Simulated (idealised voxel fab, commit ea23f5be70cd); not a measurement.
process module | voxel trench capacitor
cross-section cut | 225 nm wide | cells 5 nm
A cross-section is a grid of square cells, given in bands from the top down. A band is one or more rows of cells.
Each band's line starts with the height of the band's top and of its bottom, in nm. Then come its materials from left to right, each with its width in nm. One material with "throughout" fills the band from edge to edge. "air" is empty space.
Height 0 is the level under which the wafer as received is all one material. The lowest band goes on downwards, as in "0 down".
A width such as "30 to 40" changes by the same amount from each row of cells to the next, from the band's top row to its bottom row.
"no change" after a step means that no cell of the cross-section changed.
closed voids: empty space of 8 cells or more with no open way to the top, each as width x height at its distance from the left edge, in nm
after a step's settings: what the simulator itself notes on the step
overlay nm, on a step with a mask: how far to the right of its planned place the mask lay; to the left if negative
plan
1 op RECEIVE | material Si
2 op CONFORMAL_DEP | material SiN | thk nm 10
3 op PATTERN | tone open | mask id TRENCH | material resist | width nm 25 | pitch nm 50 | thk nm 20 | overlay nm 0
4 op DIRECTIONAL_ETCH | etch materials SiN | depth nm 10
5 op DIRECTIONAL_ETCH | etch materials Si | depth nm 30
6 op STRIP | etch materials resist
7 op CONFORMAL_DEP | material Al2O3 | thk nm 5
8 op FILL_DEP | material polySi | thk nm 10
9 op CMP | height nm 10
first wafer, as planned
as received, after step 1
  0 down: Si throughout
  closed voids: none
after step 2
  10 to 0: SiN throughout
  below 0: unchanged
after step 3
  30 to 10: resist 50 | air 25 | resist 25 | air 25 | resist 25 | air 25 | resist 50
  below 10: unchanged
after step 4
  30 to 10: resist 50 | air 25 | resist 25 | air 25 | resist 25 | air 25 | resist 50
  10 to 0: SiN 50 | air 25 | SiN 25 | air 25 | SiN 25 | air 25 | SiN 50
  below 0: unchanged
after step 5
  30 to 10: resist 50 | air 25 | resist 25 | air 25 | resist 25 | air 25 | resist 50
  10 to 0: SiN 50 | air 25 | SiN 25 | air 25 | SiN 25 | air 25 | SiN 50
  0 to -30: Si 50 | air 25 | Si 25 | air 25 | Si 25 | air 25 | Si 50
  below -30: unchanged
after step 6
  10 to 0: SiN 50 | air 25 | SiN 25 | air 25 | SiN 25 | air 25 | SiN 50
  below 0: unchanged
after step 7
  15 to 10: Al2O3 55 | air 15 | Al2O3 35 | air 15 | Al2O3 35 | air 15 | Al2O3 55
  10 to 0: SiN 50 | Al2O3 5 | air 15 | Al2O3 5 | SiN 25 | Al2O3 5 | air 15 | Al2O3 5 | SiN 25 | Al2O3 5 | air 15 | Al2O3 5 | SiN 50
  0 to -25: Si 50 | Al2O3 5 | air 15 | Al2O3 5 | Si 25 | Al2O3 5 | air 15 | Al2O3 5 | Si 25 | Al2O3 5 | air 15 | Al2O3 5 | Si 50
  -25 to -30: Si 50 | Al2O3 25 | Si 25 | Al2O3 25 | Si 25 | Al2O3 25 | Si 50
  below -30: unchanged
after step 8
  25 to 15: polySi throughout
  15 to 10: Al2O3 55 | polySi 15 | Al2O3 35 | polySi 15 | Al2O3 35 | polySi 15 | Al2O3 55
  10 to 0: SiN 50 | Al2O3 5 | polySi 15 | Al2O3 5 | SiN 25 | Al2O3 5 | polySi 15 | Al2O3 5 | SiN 25 | Al2O3 5 | polySi 15 | Al2O3 5 | SiN 50
  0 to -25: Si 50 | Al2O3 5 | polySi 15 | Al2O3 5 | Si 25 | Al2O3 5 | polySi 15 | Al2O3 5 | Si 25 | Al2O3 5 | polySi 15 | Al2O3 5 | Si 50
  below -25: unchanged
after step 9
  10 to 0: SiN 50 | Al2O3 5 | polySi 15 | Al2O3 5 | SiN 25 | Al2O3 5 | polySi 15 | Al2O3 5 | SiN 25 | Al2O3 5 | polySi 15 | Al2O3 5 | SiN 50
  below 0: unchanged
second wafer: like start, like plan, one mistake. Through step 1 it matches the first wafer
when step 2 should have ended
  10 to 0: Al2O3 throughout
  below 0: unchanged
when step 3 should have ended
  30 to 10: resist 50 | air 25 | resist 25 | air 25 | resist 25 | air 25 | resist 50
  below 10: unchanged
when step 4 should have ended: no change
when step 5 should have ended: no change
when step 6 should have ended
  10 to 0: Al2O3 throughout
  below 0: unchanged
when step 7 should have ended
  15 to 0: Al2O3 throughout
  below 0: unchanged
when step 8 should have ended
  25 to 15: polySi throughout
  below 15: unchanged
when step 9 should have ended
  10 to 0: Al2O3 throughout
  below 0: unchanged
what went wrong: step 2 ran as: op CONFORMAL_DEP | material Al2O3 | thk nm 10
at the end the second wafer has, in cells: 33 more of Al2O3 | 90 more of Si | 60 fewer of SiN | 63 fewer of polySi
